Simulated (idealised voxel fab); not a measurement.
Herein follows the process module entitled voxel tone inversion.
FYI the section here is cut, 175 nm wide, cells are 5 nm squares.
Heads up, the way a cross-section reads in here is a grid of square cells, handed over as bands from the top down, with every band being one or more rows of cells. Top, bottom (nm), then materials left to right with widths (nm); lone material tagged "all across" fills the whole band edge to edge; "blank" = empty space. Height 0 is the level under which the wafer as received is all one material. The lowest band goes on downwards, as in "0 down". The two numbers in a width such as "30->40" mark its ends across the band: the first belongs to the top row of cells, the second to the bottom row, and from each row to the next the width moves by the same amount. Where a step carries "nothing changed", the cross-section came out of it unchanged, cell for cell. "Entrapped voids" enumerates empty spaces isolated from the top, with no open way to it, that contain at least 8 cells, giving each as width x height at distance from the left edge, all three in nm. after a step's settings: what the simulator itself notes on the step. overlay nm: on a step with a mask, how far right of its planned place the mask lay; negative means left.

The steps planned for the process are as follows:
1. RECEIVE [material Si]
2. CONFORMAL_DEP [material SiN] [thk nm 5]
3. DIRECTIONAL_DEP [material aC] [thk nm 20]
4. PATTERN [tone cover] [mask id POSTS] [material resist] [width nm 15] [pitch nm 40] [thk nm 25] [overlay nm 0]
5. DIRECTIONAL_ETCH [etch materials aC] [depth nm 20]
6. STRIP [etch materials resist]
7. FILL_DEP [material SiO2] [thk nm 10]
8. CMP [height nm 25]
9. STRIP [etch materials aC]
10. CONFORMAL_DEP [material TiN] [thk nm 5]
11. FILL_DEP [material Cu] [thk nm 5]
12. CMP [height nm 25]
13. CONFORMAL_DEP [material SiN] [thk nm 5]
The plan's step 4 width nm is the first wafer's value; the wafers differ in this setting and start identical.

Cross-section: the first of several wafers in its as-received state, i.e. following step 1:
	0 down  Si all across
	Entrapped voids: none

First wafer of several, cross-section, module end, after step 13 (last):
	30 to 25  SiN all across
	25 to 10  20 nm SiO2  5 nm TiN  5 nm Cu  5 nm TiN  25 nm SiO2  5 nm TiN  5 nm Cu  5 nm TiN  25 nm SiO2  5 nm TiN  5 nm Cu  5 nm TiN  25 nm SiO2  5 nm TiN  5 nm Cu  5 nm TiN  20 nm SiO2
	10 to 5  20 nm SiO2  15 nm TiN  25 nm SiO2  15 nm TiN  25 nm SiO2  15 nm TiN  25 nm SiO2  15 nm TiN  20 nm SiO2
	5 to 0  SiN all across
	0 down  Si all across
	Entrapped voids: none

Of the several wafers, the last: cross-section at the end of the module:
	30 to 25  SiN all across
	25 to 10  15 nm SiO2  5 nm TiN  15 nm Cu  5 nm TiN  15 nm SiO2  5 nm TiN  15 nm Cu  5 nm TiN  15 nm SiO2  5 nm TiN  15 nm Cu  5 nm TiN  15 nm SiO2  5 nm TiN  15 nm Cu  5 nm TiN  15 nm SiO2
	10 to 5  15 nm SiO2  25 nm TiN  15 nm SiO2  25 nm TiN  15 nm SiO2  25 nm TiN  15 nm SiO2  25 nm TiN  15 nm SiO2
	5 to 0  SiN all across
	0 down  Si all across
	Entrapped voids: none

Where each wafer stands at the end of the module, a row apiece: cells of each material gained (+) or lost (-) since it was received, then closed voids:
width nm 15; +12 Cu; +70 SiN; +92 SiO2; +36 TiN; Entrapped voids: none
width nm 20; +24 Cu; +70 SiN; +76 SiO2; +40 TiN; Entrapped voids: none
width nm 25; +36 Cu; +70 SiN; +60 SiO2; +44 TiN; Entrapped voids: none
